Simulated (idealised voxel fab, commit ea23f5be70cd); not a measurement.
Title: Process Module voxel wiring stack
The figure presents cross-section cut, which has a width of 225 nm and is divided into square cells with an edge length of 5 nm.
When this document writes out a cross-section, it uses a grid of square cells and lists it as bands, beginning at the top and moving down, with a band standing for one or more rows of cells.
Per band: top height and bottom height in nm, followed by the left-to-right materials and their widths in nm; "everywhere" marks a single material spanning edge to edge, "air" marks empty space.
Below 0: as-received wafer, all one material; heights counted from there. Lowest band: no bottom, goes on down, written "0 and below".
It should be noted that a width expressed as "30..40" varies in equal increments from row to row of cells within the band, taking the value of the first number at the top row and that of the second number at the bottom row.
Key: "everything unchanged" - step with no changed cell in the cross-section.
You'll see "Sealed internal voids" listing empty spaces that have no way open to the top, as long as they're 8 cells or more; the notation is width x height at distance, where the distance is from the left edge, and all of it is in nm.
On a step's line, text after the settings is the simulator commenting on that step.
overlay nm: step with mask; distance mask lay right of planned place; negative value = left of planned place.
## Here's what the planned process steps look like
1. RECEIVE with material Si
2. CONFORMAL_DEP with material SiO2, thk nm 10
3. DIRECTIONAL_DEP with material TiN, thk nm 5
4. DIRECTIONAL_DEP with material Ru, thk nm 15
5. PATTERN with tone cover, mask id METAL_1, material resist, width nm 25, pitch nm 45, thk nm 20, overlay nm 0
6. DIRECTIONAL_ETCH with etch materials Ru, depth nm 15
7. DIRECTIONAL_ETCH with etch materials TiN, depth nm 5
8. STRIP with etch materials resist
9. FILL_DEP with material lowk, thk nm 5
10. CMP with height nm 30
11. CONFORMAL_DEP with material SiCN, thk nm 5
12. DIRECTIONAL_DEP with material lowk, thk nm 30
13. MASKED_ETCH with tone open, mask id METAL_2_HOLES, width nm 15, pitch nm 45, etch materials lowk, depth nm 30, overlay nm 0
14. MASKED_ETCH with tone open, mask id METAL_2, width nm 25, pitch nm 45, etch materials lowk, depth nm 20, overlay nm 0
15. MASKED_ETCH with tone open, mask id METAL_2, width nm 25, pitch nm 45, etch materials SiCN, depth nm 5, overlay nm 0
16. CONFORMAL_DEP with material TiN, thk nm 5
17. FILL_DEP with material Cu, thk nm 5
18. CMP with height nm 65
19. CONFORMAL_DEP with material SiN, thk nm 5
## Cross-section of the incoming wafer, state after step 1
- 0 and below = Si everywhere
- Sealed internal voids: none
## Sectioned view, first of two wafers, at the close of the module, processed as intended in the plan
- 70 down to 65 = SiN everywhere
- 65 down to 50 = lowk: 55 | TiN: 5 | Cu: 15 | TiN: 5 | lowk: 20 | TiN: 5 | Cu: 15 | TiN: 5 | lowk: 20 | TiN: 5 | Cu: 15 | TiN: 5 | lowk: 55
- 50 down to 45 = lowk: 55 | TiN: 5 | Cu: 5 | TiN: 15 | lowk: 20 | TiN: 5 | Cu: 5 | TiN: 15 | lowk: 20 | TiN: 5 | Cu: 5 | TiN: 15 | lowk: 55
- 45 down to 35 = lowk: 55 | TiN: 5 | Cu: 5 | TiN: 5 | lowk: 30 | TiN: 5 | Cu: 5 | TiN: 5 | lowk: 30 | TiN: 5 | Cu: 5 | TiN: 5 | lowk: 65
- 35 down to 30 = SiCN: 55 | TiN: 15 | SiCN: 30 | TiN: 15 | SiCN: 30 | TiN: 15 | SiCN: 65
- 30 down to 15 = lowk: 55 | Ru: 25 | lowk: 20 | Ru: 25 | lowk: 20 | Ru: 25 | lowk: 55
- 15 down to 10 = lowk: 55 | TiN: 25 | lowk: 20 | TiN: 25 | lowk: 20 | TiN: 25 | lowk: 55
- 10 down to 0 = SiO2 everywhere
- 0 and below = Si everywhere
- Sealed internal voids: none
## Module end: cross-section of wafer two of two. Same start and process plan as the first wafer. One mistake during execution
- 70 down to 65 = TiN everywhere
- 65 down to 50 = lowk: 55 | TiN: 5 | Cu: 15 | TiN: 5 | lowk: 20 | TiN: 5 | Cu: 15 | TiN: 5 | lowk: 20 | TiN: 5 | Cu: 15 | TiN: 5 | lowk: 55
- 50 down to 45 = lowk: 55 | TiN: 5 | Cu: 5 | TiN: 15 | lowk: 20 | TiN: 5 | Cu: 5 | TiN: 15 | lowk: 20 | TiN: 5 | Cu: 5 | TiN: 15 | lowk: 55
- 45 down to 35 = lowk: 55 | TiN: 5 | Cu: 5 | TiN: 5 | lowk: 30 | TiN: 5 | Cu: 5 | TiN: 5 | lowk: 30 | TiN: 5 | Cu: 5 | TiN: 5 | lowk: 65
- 35 down to 30 = SiCN: 55 | TiN: 15 | SiCN: 30 | TiN: 15 | SiCN: 30 | TiN: 15 | SiCN: 65
- 30 down to 15 = lowk: 55 | Ru: 25 | lowk: 20 | Ru: 25 | lowk: 20 | Ru: 25 | lowk: 55
- 15 down to 10 = lowk: 55 | TiN: 25 | lowk: 20 | TiN: 25 | lowk: 20 | TiN: 25 | lowk: 55
- 10 down to 0 = SiO2 everywhere
- 0 and below = Si everywhere
- Sealed internal voids: none
Which mistake was made when the wafer was run? step 19: run off-plan, actual operation and settings CONFORMAL_DEP with material TiN, thk nm 5
It is noted that, at the conclusion of processing, the second wafer exhibits a higher or lower cell count for certain materials relative to the first: SiN -45; TiN +45
